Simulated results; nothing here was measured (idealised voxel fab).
You're looking at the process module voxel wiring stack.
Shown is cross-section cut, with a width of 230 nm and square cells of size 5 nm.
This document writes a cross-section as a grid whose cells are square, and gives it as bands, listed from the top down; one or more rows of cells form a band. A band entry consists of two parts. The first gives the height of the band's top and the height of its bottom, in nm. The rest lists the band's materials from left to right, each with its width in nm. A single material labelled with the word "edge to edge" fills the band from edge to edge, and the word "blank" marks empty space. Heights from 0 (as-received wafer is one material below). Bottom band endless downward, as "0 down". Width "30..40": first value at the band's top row of cells, second value at its bottom row, equal change from row to row. Key: "remained unchanged" - step with no changed cell in the cross-section. "Internal closed voids": sealed empty spaces, 8 cells or more, no open way to top, listed width x height at distance, with distance from the left edge and width, height and distance in nm. Where a step's line continues beyond its settings, the continuation is a remark by the simulator itself on that step. overlay nm: step with mask; distance mask lay right of planned place; negative value = left of planned place.
Here's what the planned process steps look like:
| 1 | RECEIVE: material Si |
| 2 | CONFORMAL_DEP: material SiO2, thk nm 15 |
| 3 | CONFORMAL_DEP: material SiCN, thk nm 5 |
| 4 | DIRECTIONAL_DEP: material SiO2, thk nm 25 |
| 5 | DIRECTIONAL_DEP: material aC, thk nm 10 |
| 6 | PATTERN: tone open, mask id METAL_1, material resist, width nm 25, pitch nm 50, thk nm 25, overlay nm 0 |
| 7 | DIRECTIONAL_ETCH: etch materials aC, depth nm 10 |
| 8 | STRIP: etch materials resist |
| 9 | DIRECTIONAL_ETCH: etch materials SiO2, depth nm 25 |
| 10 | DIRECTIONAL_ETCH: etch materials SiCN, depth nm 5 |
| 11 | STRIP: etch materials aC |
| 12 | CONFORMAL_DEP: material TiN, thk nm 5 |
| 13 | FILL_DEP: material W, thk nm 5 |
| 14 | CMP: height nm 45 |
| 15 | CONFORMAL_DEP: material SiCN, thk nm 5 |
| 16 | DIRECTIONAL_DEP: material lowk, thk nm 15 |
| 17 | DIRECTIONAL_DEP: material aC, thk nm 15 |
| 18 | PATTERN: tone open, mask id PLUG_1, material resist, width nm 15, pitch nm 100, thk nm 35, overlay nm 0 |
| 19 | DIRECTIONAL_ETCH: etch materials aC, depth nm 15 |
| 20 | STRIP: etch materials resist |
| 21 | DIRECTIONAL_ETCH: etch materials lowk, depth nm 15 |
| 22 | DIRECTIONAL_ETCH: etch materials SiCN, depth nm 5 |
| 23 | STRIP: etch materials aC |
| 24 | EPI: material Ru, thk nm 10 |
| 25 | EPI: material Ru, thk nm 10 |
| 26 | CONFORMAL_DEP: material SiN, thk nm 5 |
| 27 | DIRECTIONAL_DEP: material SiO2, thk nm 20 |
| 28 | MASKED_ETCH: tone open, mask id METAL_2, width nm 25, pitch nm 50, etch materials SiO2, depth nm 20, overlay nm 0 |
| 29 | MASKED_ETCH: tone open, mask id METAL_2, width nm 25, pitch nm 50, etch materials SiN, depth nm 5, overlay nm 0 |
| 30 | CONFORMAL_DEP: material TiN, thk nm 5 |
| 31 | FILL_DEP: material Cu, thk nm 10 |
| 32 | CMP: height nm 90 |
| 33 | CONFORMAL_DEP: material SiCN, thk nm 5 |
| 34 | DIRECTIONAL_DEP: material SiO2, thk nm 10 |
| 35 | DIRECTIONAL_DEP: material aC, thk nm 15 |
| 36 | PATTERN: tone open, mask id PLUG_2, material resist, width nm 15, pitch nm 100, thk nm 30, overlay nm 0 |
| 37 | DIRECTIONAL_ETCH: etch materials aC, depth nm 15 |
| 38 | STRIP: etch materials resist |
| 39 | DIRECTIONAL_ETCH: etch materials SiO2, depth nm 10 |
| 40 | DIRECTIONAL_ETCH: etch materials SiCN, depth nm 5 |
| 41 | STRIP: etch materials aC |
| 42 | CONFORMAL_DEP: material TiN, thk nm 5 |
| 43 | FILL_DEP: material Ru, thk nm 5 |
| 44 | CMP: height nm 105 |
| 45 | DIRECTIONAL_DEP: material TiN, thk nm 5 |
| 46 | DIRECTIONAL_DEP: material Ru, thk nm 25 |
| 47 | DIRECTIONAL_DEP: material aC, thk nm 10 |
| 48 | PATTERN: tone cover, mask id METAL_3, material resist, width nm 25, pitch nm 50, thk nm 30, overlay nm 0 |
| 49 | DIRECTIONAL_ETCH: etch materials aC, depth nm 10 |
| 50 | STRIP: etch materials resist |
| 51 | DIRECTIONAL_ETCH: etch materials Ru, depth nm 25 |
| 52 | DIRECTIONAL_ETCH: etch materials TiN, depth nm 5 |
| 53 | STRIP: etch materials aC |
| 54 | CONFORMAL_DEP: material SiCN, thk nm 5 |
| 55 | FILL_DEP: material SiO2, thk nm 10 |
| 56 | CMP: height nm 135 |
| 57 | CONFORMAL_DEP: material SiCN, thk nm 5 |
| 58 | DIRECTIONAL_DEP: material lowk, thk nm 10 |
| 59 | PATTERN: tone open, mask id PLUG_3, material resist, width nm 15, pitch nm 100, thk nm 20, overlay nm 0 |
| 60 | DIRECTIONAL_ETCH: etch materials lowk, depth nm 10 |
| 61 | DIRECTIONAL_ETCH: etch materials SiCN, depth nm 5 |
| 62 | STRIP: etch materials resist |
| 63 | CONFORMAL_DEP: material TiN, thk nm 5 |
| 64 | FILL_DEP: material Ru, thk nm 5 |
| 65 | CMP: height nm 150 |
| 66 | DIRECTIONAL_DEP: material TiN, thk nm 5 |
| 67 | DIRECTIONAL_DEP: material W, thk nm 20 |
| 68 | PATTERN: tone cover, mask id METAL_4, material resist, width nm 25, pitch nm 50, thk nm 20, overlay nm 0 |
| 69 | DIRECTIONAL_ETCH: etch materials W, depth nm 20 |
| 70 | DIRECTIONAL_ETCH: etch materials TiN, depth nm 5 |
| 71 | STRIP: etch materials resist |
| 72 | FILL_DEP: material SiO2, thk nm 5 |
| 73 | CMP: height nm 175 |
| 74 | CONFORMAL_DEP: material SiN, thk nm 5 |
Cross-section: wafer on arrival = after step 1:
- 0 down  Si edge to edge
- Internal closed voids: none
Cross-sectional image of the first of two wafers at the end of the module, the run having proceeded as planned:
- 180 to 175  SiN edge to edge
- 175 to 155  SiO2=25 | W=25 | SiO2=25 | W=25 | SiO2=25 | W=25 | SiO2=25 | W=25 | SiO2=30
- 155 to 150  SiO2=25 | TiN=25 | SiO2=25 | TiN=25 | SiO2=25 | TiN=25 | SiO2=25 | TiN=25 | SiO2=30
- 150 to 140  lowk=25 | TiN=5 | Ru=5 | TiN=5 | lowk=85 | TiN=5 | Ru=5 | TiN=5 | lowk=90
- 140 to 135  SiCN=25 | TiN=15 | SiCN=85 | TiN=15 | SiCN=90
- 135 to 110  SiO2=20 | SiCN=5 | Ru=25 | SiCN=5 | SiO2=15 | SiCN=5 | Ru=25 | SiCN=5 | SiO2=15 | SiCN=5 | Ru=25 | SiCN=5 | SiO2=15 | SiCN=5 | Ru=25 | SiCN=5 | SiO2=25
- 110 to 105  SiCN=25 | TiN=25 | SiCN=25 | TiN=25 | SiCN=25 | TiN=25 | SiCN=25 | TiN=25 | SiCN=30
- 105 to 95  SiO2=25 | TiN=5 | Ru=5 | TiN=5 | SiO2=85 | TiN=5 | Ru=5 | TiN=5 | SiO2=90
- 95 to 90  SiCN=25 | TiN=15 | SiCN=85 | TiN=15 | SiCN=90
- 90 to 70  SiO2=25 | TiN=5 | Cu=15 | TiN=5 | SiO2=25 | TiN=5 | Cu=15 | TiN=5 | SiO2=25 | TiN=5 | Cu=15 | TiN=5 | SiO2=25 | TiN=5 | Cu=15 | TiN=5 | SiO2=30
- 70 to 65  SiN=25 | TiN=25 | SiN=25 | TiN=25 | SiN=25 | TiN=25 | SiN=25 | TiN=25 | SiN=30
- 65 to 50  lowk=25 | Ru=15 | lowk=85 | Ru=15 | lowk=90
- 50 to 45  SiCN=25 | Ru=15 | SiCN=85 | Ru=15 | SiCN=90
- 45 to 20  SiO2=25 | TiN=5 | W=15 | TiN=5 | SiO2=25 | TiN=5 | W=15 | TiN=5 | SiO2=25 | TiN=5 | W=15 | TiN=5 | SiO2=25 | TiN=5 | W=15 | TiN=5 | SiO2=30
- 20 to 15  SiCN=25 | TiN=25 | SiCN=25 | TiN=25 | SiCN=25 | TiN=25 | SiCN=25 | TiN=25 | SiCN=30
- 15 to 0  SiO2 edge to edge
- 0 down  Si edge to edge
- Internal closed voids: none
Wafer two, end of module, cross-section. Same start, same plan as wafer one. One mistake in the run:
- 180 to 175  SiN edge to edge
- 175 to 155  SiO2=25 | W=25 | SiO2=25 | W=25 | SiO2=25 | W=25 | SiO2=25 | W=25 | SiO2=30
- 155 to 150  SiO2=25 | TiN=25 | SiO2=25 | TiN=25 | SiO2=25 | TiN=25 | SiO2=25 | TiN=25 | SiO2=30
- 150 to 140  lowk=25 | TiN=5 | Ru=5 | TiN=5 | lowk=85 | TiN=5 | Ru=5 | TiN=5 | lowk=90
- 140 to 135  SiCN=25 | TiN=15 | SiCN=85 | TiN=15 | SiCN=90
- 135 to 110  SiO2=20 | SiCN=5 | Ru=25 | SiCN=5 | SiO2=15 | SiCN=5 | Ru=25 | SiCN=5 | SiO2=15 | SiCN=5 | Ru=25 | SiCN=5 | SiO2=15 | SiCN=5 | Ru=25 | SiCN=5 | SiO2=25
- 110 to 105  SiCN=25 | TiN=25 | SiCN=25 | TiN=25 | SiCN=25 | TiN=25 | SiCN=25 | TiN=25 | SiCN=30
- 105 to 100  SiCN=25 | TiN=15 | SiCN=85 | TiN=15 | SiCN=90
- 100 to 90  SiO2 edge to edge
- 90 to 70  SiO2=25 | TiN=5 | Cu=15 | TiN=5 | SiO2=25 | TiN=5 | Cu=15 | TiN=5 | SiO2=25 | TiN=5 | Cu=15 | TiN=5 | SiO2=25 | TiN=5 | Cu=15 | TiN=5 | SiO2=30
- 70 to 65  SiN=25 | TiN=25 | SiN=25 | TiN=25 | SiN=25 | TiN=25 | SiN=25 | TiN=25 | SiN=30
- 65 to 50  lowk=25 | Ru=15 | lowk=85 | Ru=15 | lowk=90
- 50 to 45  SiCN=25 | Ru=15 | SiCN=85 | Ru=15 | SiCN=90
- 45 to 20  SiO2=25 | TiN=5 | W=15 | TiN=5 | SiO2=25 | TiN=5 | W=15 | TiN=5 | SiO2=25 | TiN=5 | W=15 | TiN=5 | SiO2=25 | TiN=5 | W=15 | TiN=5 | SiO2=30
- 20 to 15  SiCN=25 | TiN=25 | SiCN=25 | TiN=25 | SiCN=25 | TiN=25 | SiCN=25 | TiN=25 | SiCN=30
- 15 to 0  SiO2 edge to edge
- 0 down  Si edge to edge
- Internal closed voids: none
In executing the process, a mistake was made relative to the plan: it was found that steps 33 and 34 of the process plan had been performed in exchanged positions
Wafer comparison, final, in cells, second relative to first, materials more or fewer: -4 Ru | +12 SiO2 | -8 TiN
